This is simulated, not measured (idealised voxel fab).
Proc. module: voxel ribs on slabs
295 nm wide, 5 nm square cells: that's cross-section cut.
When this document writes out a cross-section, it uses a grid of square cells and lists it as bands, beginning at the top and moving down, with a band standing for one or more rows of cells. In this notation a band is specified by the heights of its top and bottom, in that order and in nm, after which its materials appear from left to right, each paired with its width in nm. The word "full width" attached to a single material means that material fills the band from edge to edge; the word "empty" stands for empty space. The level at which height equals 0 is the one under which the wafer, as it arrives, is entirely one material. No lower edge exists for the bottom band, which continues downward and is notated as in "top 0, no bottom". When a width is written as two numbers, as in "30..40", the first number is the width in the top row of cells of the band and the second is the width in its bottom row, and the width changes by the same amount from each row to the next. Given "stayed the same" for a step, no cell of the cross-section differs between before and after that step. Closed-off voids of 8+ cells (no open route to the top) go in "Closed voids list", written width x height at distance from the left edge, in nm. On each step's line, the part that comes after the settings is the simulator's own comment on the step. "overlay nm" answers the question of how far to the right of plan the mask lay on a step that has a mask, and when it is negative the answer is to the left.
This section lists the process steps that were planned:
step 1: op RECEIVE | material Si
step 2: op DIRECTIONAL_DEP | material SiO2 | thk nm 25
step 3: op DIRECTIONAL_DEP | material SiN | thk nm 25
step 4: op PATTERN | tone cover | mask id RIB | material resist | width nm 15 | thk nm 15 | overlay nm 0
step 5: op DIRECTIONAL_ETCH | etch materials SiN | depth nm 5
step 6: op STRIP | etch materials resist
step 7: op MASKED_ETCH | tone cover | mask id SLAB | width nm 55 | etch materials SiN | depth nm 20 | overlay nm 0
step 8: op FILL_DEP | material SiO2 | thk nm 30
step 9: op CMP | height nm 70
step 10: op DIRECTIONAL_DEP | material TiN | thk nm 10
step 11: op MASKED_ETCH | tone cover | mask id HEATER | width nm 25 | etch materials TiN | depth nm 10 | overlay nm 0
step 12: op CONFORMAL_DEP | material SiO2 | thk nm 5
First of two wafers, with the run carried out as planned:
This is the cross-section of the wafer as we received it, i.e. after step 1:
top 0, no bottom | Si full width
Closed voids list: none
So this is the wafer cross-section right after step 2:
top 25, bottom 0 | SiO2 full width
Nothing below the height 0 has changed.
So this is the wafer cross-section right after step 3:
top 50, bottom 25 | SiN full width
Nothing below the height 25 has changed.
So this is the wafer cross-section right after step 4:
top 65, bottom 50 | empty 140 | resist 15 | empty 140
Nothing below the height 50 has changed.
So this is the wafer cross-section right after step 5:
top 65, bottom 50 | empty 140 | resist 15 | empty 140
top 50, bottom 45 | empty 140 | SiN 15 | empty 140
Nothing below the height 45 has changed.
So this is the wafer cross-section right after step 6:
top 50, bottom 45 | empty 140 | SiN 15 | empty 140
Nothing below the height 45 has changed.
So this is the wafer cross-section right after step 7:
top 50, bottom 45 | empty 140 | SiN 15 | empty 140
top 45, bottom 25 | empty 120 | SiN 55 | empty 120
Nothing below the height 25 has changed.
So this is the wafer cross-section right after step 8:
top 80, bottom 50 | SiO2 full width
top 50, bottom 45 | SiO2 140 | SiN 15 | SiO2 140
top 45, bottom 25 | SiO2 120 | SiN 55 | SiO2 120
Nothing below the height 25 has changed.
So this is the wafer cross-section right after step 9:
top 70, bottom 50 | SiO2 full width
Nothing below the height 50 has changed.
So this is the wafer cross-section right after step 10:
top 80, bottom 70 | TiN full width
Nothing below the height 70 has changed.
So this is the wafer cross-section right after step 11:
top 80, bottom 70 | empty 135 | TiN 25 | empty 135
Nothing below the height 70 has changed.
So this is the wafer cross-section right after step 12:
top 85, bottom 80 | empty 130 | SiO2 35 | empty 130
top 80, bottom 75 | empty 130 | SiO2 5 | TiN 25 | SiO2 5 | empty 130
top 75, bottom 70 | SiO2 135 | TiN 25 | SiO2 135
Nothing below the height 70 has changed.
Now the other wafer: same start, same recipe, but we messed up one thing when running it. Up to and including step 6 it's the same as the first one:
Second wafer shown in cross-section at the time step 7 was slated to end:
top 45, bottom 30 | SiN 120 | empty 55 | SiN 120
top 30, bottom 25 | SiN 120 | empty 20 | SiN 15 | empty 20 | SiN 120
Nothing below the height 25 has changed.
Second wafer shown in cross-section at the time step 8 was slated to end:
top 75, bottom 45 | SiO2 full width
top 45, bottom 30 | SiN 120 | SiO2 55 | SiN 120
top 30, bottom 25 | SiN 120 | SiO2 20 | SiN 15 | SiO2 20 | SiN 120
Nothing below the height 25 has changed.
Second wafer shown in cross-section at the time step 9 was slated to end:
top 70, bottom 45 | SiO2 full width
Nothing below the height 45 has changed.
Second wafer shown in cross-section at the time step 10 was slated to end:
top 80, bottom 70 | TiN full width
Nothing below the height 70 has changed.
Second wafer shown in cross-section at the time step 11 was slated to end:
top 80, bottom 70 | empty 135 | TiN 25 | empty 135
Nothing below the height 70 has changed.
Second wafer shown in cross-section at the time step 12 was slated to end:
top 85, bottom 80 | empty 130 | SiO2 35 | empty 130
top 80, bottom 75 | empty 130 | SiO2 5 | TiN 25 | SiO2 5 | empty 130
top 75, bottom 70 | SiO2 135 | TiN 25 | SiO2 135
Nothing below the height 70 has changed.
Deviation noted in wafer processing: planned and actual differ for step 7; actual: op MASKED_ETCH | tone open | mask id SLAB | width nm 55 | etch materials SiN | depth nm 20 | overlay nm 0
Final comparison by cell count, materials where the second wafer has more or fewer than the first: SiN +148, SiO2 -148
